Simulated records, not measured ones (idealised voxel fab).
Process module name: voxel air gaps
It is cross-section cut that appears here, measuring 155 nm in width, its square cells being 5 nm in size.
Cross-section spec: square-cell grid; bands listed top down; each band is one or more rows. The band entry comprises the height of the band's top followed by the height of its bottom, expressed in nm, and subsequently the band's materials from left to right, each stated together with its width in nm. Where a single material is marked with the word "throughout", that material fills the band from edge to edge. The word "empty" represents empty space. The level at which height equals 0 is the one under which the wafer, as it arrives, is entirely one material. No lower edge exists for the bottom band, which continues downward and is notated as in "top 0, no bottom". Width "30 to 40": first value at the band's top row of cells, second value at its bottom row, equal change from row to row. Reading "no modification" for a step: not a cell of the cross-section changed in it. This entry, "Enclosed void entries", enumerates those empty regions of no fewer than 8 cells that possess no open connection to the top. Each region is reported in the form width x height at distance, the distance being taken from the left edge, with all three quantities expressed in nm. Step line, after settings: the simulator's comment on this step. If you see "overlay nm" on a step's line and that step has a mask, it's telling you how far right of where it was planned the mask ended up; a negative number means it went left instead.

Here's what the planned process steps look like:
1. RECEIVE, material Si
2. CONFORMAL_DEP, material SiO2, thk nm 10
3. CONFORMAL_DEP, material SiN, thk nm 5
4. DIRECTIONAL_DEP, material SiO2, thk nm 30
5. DIRECTIONAL_DEP, material aC, thk nm 10
6. PATTERN, tone open, mask id LINES, material resist, width nm 20, pitch nm 45, thk nm 30, overlay nm 0
7. DIRECTIONAL_ETCH, etch materials aC, depth nm 10
8. STRIP, etch materials resist
9. DIRECTIONAL_ETCH, etch materials SiO2, depth nm 30
10. STRIP, etch materials aC
11. CONFORMAL_DEP, material TiN, thk nm 5
12. FILL_DEP, material Ru, thk nm 5
13. CMP, height nm 45
14. EPI, material Ru, thk nm 10
15. SELECTIVE_ETCH, etch materials SiO2, depth nm 40
16. CONFORMAL_DEP, material SiCN, thk nm 5

This is the cross-section of the wafer as we received it, i.e. after step 1:
	top 0, no bottom | Si throughout
	Enclosed void entries: none

End-of-module cross-section of the first of two wafers, processed as planned:
	top 60, bottom 55 | 5 of empty, then 140 of SiCN, then 10 of empty
	top 55, bottom 45 | 5 of empty, then 5 of SiCN, then 40 of Ru, then 5 of SiCN, then 40 of Ru, then 5 of SiCN, then 40 of Ru, then 5 of SiCN, then 10 of empty
	top 45, bottom 40 | 5 of empty, then 15 of SiCN, then 5 of TiN, then 10 of Ru, then 5 of TiN, then 25 of SiCN, then 5 of TiN, then 10 of Ru, then 5 of TiN, then 25 of SiCN, then 5 of TiN, then 10 of Ru, then 5 of TiN, then 15 of SiCN, then 10 of empty
	top 40, bottom 20 | 15 of empty, then 5 of SiCN, then 5 of TiN, then 10 of Ru, then 5 of TiN, then 5 of SiCN, then 15 of empty, then 5 of SiCN, then 5 of TiN, then 10 of Ru, then 5 of TiN, then 5 of SiCN, then 15 of empty, then 5 of SiCN, then 5 of TiN, then 10 of Ru, then 5 of TiN, then 5 of SiCN, then 20 of empty
	top 20, bottom 15 | 20 of SiCN, then 20 of TiN, then 25 of SiCN, then 20 of TiN, then 25 of SiCN, then 20 of TiN, then 25 of SiCN
	top 15, bottom 10 | SiN throughout
	top 10, bottom 0 | SiO2 throughout
	top 0, no bottom | Si throughout
	Enclosed void entries: 15 x 20 at 45; 15 x 20 at 90

Cross-section, wafer two of two, end of module: same start and plan as wafer one, one error in execution:
	top 60, bottom 55 | 5 of empty, then 140 of SiCN, then 10 of empty
	top 55, bottom 45 | 5 of empty, then 5 of SiCN, then 40 of Ru, then 5 of SiCN, then 40 of Ru, then 5 of SiCN, then 40 of Ru, then 5 of SiCN, then 10 of empty
	top 45, bottom 40 | 5 of empty, then 15 of SiCN, then 5 of TiN, then 10 of SiN, then 5 of TiN, then 25 of SiCN, then 5 of TiN, then 10 of SiN, then 5 of TiN, then 25 of SiCN, then 5 of TiN, then 10 of SiN, then 5 of TiN, then 15 of SiCN, then 10 of empty
	top 40, bottom 20 | 15 of empty, then 5 of SiCN, then 5 of TiN, then 10 of SiN, then 5 of TiN, then 5 of SiCN, then 15 of empty, then 5 of SiCN, then 5 of TiN, then 10 of SiN, then 5 of TiN, then 5 of SiCN, then 15 of empty, then 5 of SiCN, then 5 of TiN, then 10 of SiN, then 5 of TiN, then 5 of SiCN, then 20 of empty
	top 20, bottom 15 | 20 of SiCN, then 20 of TiN, then 25 of SiCN, then 20 of TiN, then 25 of SiCN, then 20 of TiN, then 25 of SiCN
	top 15, bottom 10 | SiN throughout
	top 10, bottom 0 | SiO2 throughout
	top 0, no bottom | Si throughout
	Enclosed void entries: 15 x 20 at 45; 15 x 20 at 90
Deviation from plan: for step 12, the planned setting was not used; the step was instead run as FILL_DEP, material SiN, thk nm 5
End of process, cell counts, second wafer against first, materials with more or fewer: Ru: 30 fewer, SiN: 30 more
